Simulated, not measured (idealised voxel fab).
The process module that follows is named voxel ribs on slabs.
Square cells of 5 nm make up the cross-section cut, whose width is 145 nm.
Cross-section = grid of square cells, listed top down in bands; band = one or more rows.
Each band's line starts with the height of the band's top and of its bottom, in nm. Then come its materials from left to right, each with its width in nm. One material with "full width" fills the band from edge to edge. "blank" is empty space.
Height reference: 0 = level under which incoming wafer is all one material. Lowest band: no bottom, runs on downward, e.g. "0..down".
The expression "30..40" gives the width at the extremes of the band, the first number at its top row of cells and the second at its bottom row, with the width changing by equal amounts from each row to the next in between.
You'll sometimes find "remains unaltered" written for a step, and that's the way of saying that nowhere in the cross-section did a cell change during that step.
"Entrapped voids" specifies each empty space that is not open to the top and that occupies no fewer than 8 cells, using the form width x height at distance, the distance measured from the left edge and all three quantities in nm.
Note: text after step settings on the step line = simulator remark on that step.
The "overlay nm" setting may appear on a step's line; for a step that uses a mask, it gives how far to the right of its planned position the mask lay, and a negative value indicates the left.
[Steps planned for the process]
1,RECEIVE, material Si
2,DIRECTIONAL_DEP, material SiO2, thk nm 30
3,DIRECTIONAL_DEP, material polySi, thk nm 15
4,MASKED_ETCH, tone cover, mask id RIB, width nm 25, etch materials polySi, depth nm 5, overlay nm 0
5,PATTERN, tone cover, mask id SLAB, material resist, width nm 65, thk nm 20, overlay nm 0
6,DIRECTIONAL_ETCH, etch materials polySi, depth nm 10
7,STRIP, etch materials resist
8,FILL_DEP, material SiO2, thk nm 30
9,CMP, height nm 65
10,DIRECTIONAL_DEP, material TiN, thk nm 10
11,PATTERN, tone cover, mask id HEATER, material resist, width nm 25, thk nm 15, overlay nm 0
12,DIRECTIONAL_ETCH, etch materials TiN, depth nm 10
13,STRIP, etch materials resist
14,CONFORMAL_DEP, material SiO2, thk nm 5
The wafers are alike at the start. At step 11, their width nm differs. The plan lists the first wafer's value.
[Step 1 complete: as-received cross-section of the first of several wafers]
- 0..down: Si full width
- Entrapped voids: none
[Depicted here is the first of several wafers in cross-section, at module completion following the last step, step 14]
- 80..75: blank: 55, then SiO2: 35, then blank: 55
- 75..70: blank: 55, then SiO2: 5, then TiN: 25, then SiO2: 5, then blank: 55
- 70..65: SiO2: 60, then TiN: 25, then SiO2: 60
- 65..45: SiO2 full width
- 45..40: SiO2: 60, then polySi: 25, then SiO2: 60
- 40..30: SiO2: 40, then polySi: 65, then SiO2: 40
- 30..0: SiO2 full width
- 0..down: Si full width
- Entrapped voids: none
[End of module, last wafer sectioned]
- 80..75: blank: 45, then SiO2: 60, then blank: 40
- 75..70: blank: 45, then SiO2: 5, then TiN: 50, then SiO2: 5, then blank: 40
- 70..65: SiO2: 50, then TiN: 50, then SiO2: 45
- 65..45: SiO2 full width
- 45..40: SiO2: 60, then polySi: 25, then SiO2: 60
- 40..30: SiO2: 40, then polySi: 65, then SiO2: 40
- 30..0: SiO2 full width
- 0..down: Si full width
- Entrapped voids: none
[Row per wafer, end-of-module: cell gain (+)/loss (-) by material since the wafer came in, then closed voids]
width nm 25, +379 SiO2, +10 TiN, +31 polySi, Entrapped voids: none
width nm 30, +379 SiO2, +12 TiN, +31 polySi, Entrapped voids: none
width nm 35, +379 SiO2, +14 TiN, +31 polySi, Entrapped voids: none
width nm 40, +379 SiO2, +16 TiN, +31 polySi, Entrapped voids: none
width nm 45, +379 SiO2, +18 TiN, +31 polySi, Entrapped voids: none
width nm 50, +379 SiO2, +20 TiN, +31 polySi, Entrapped voids: none
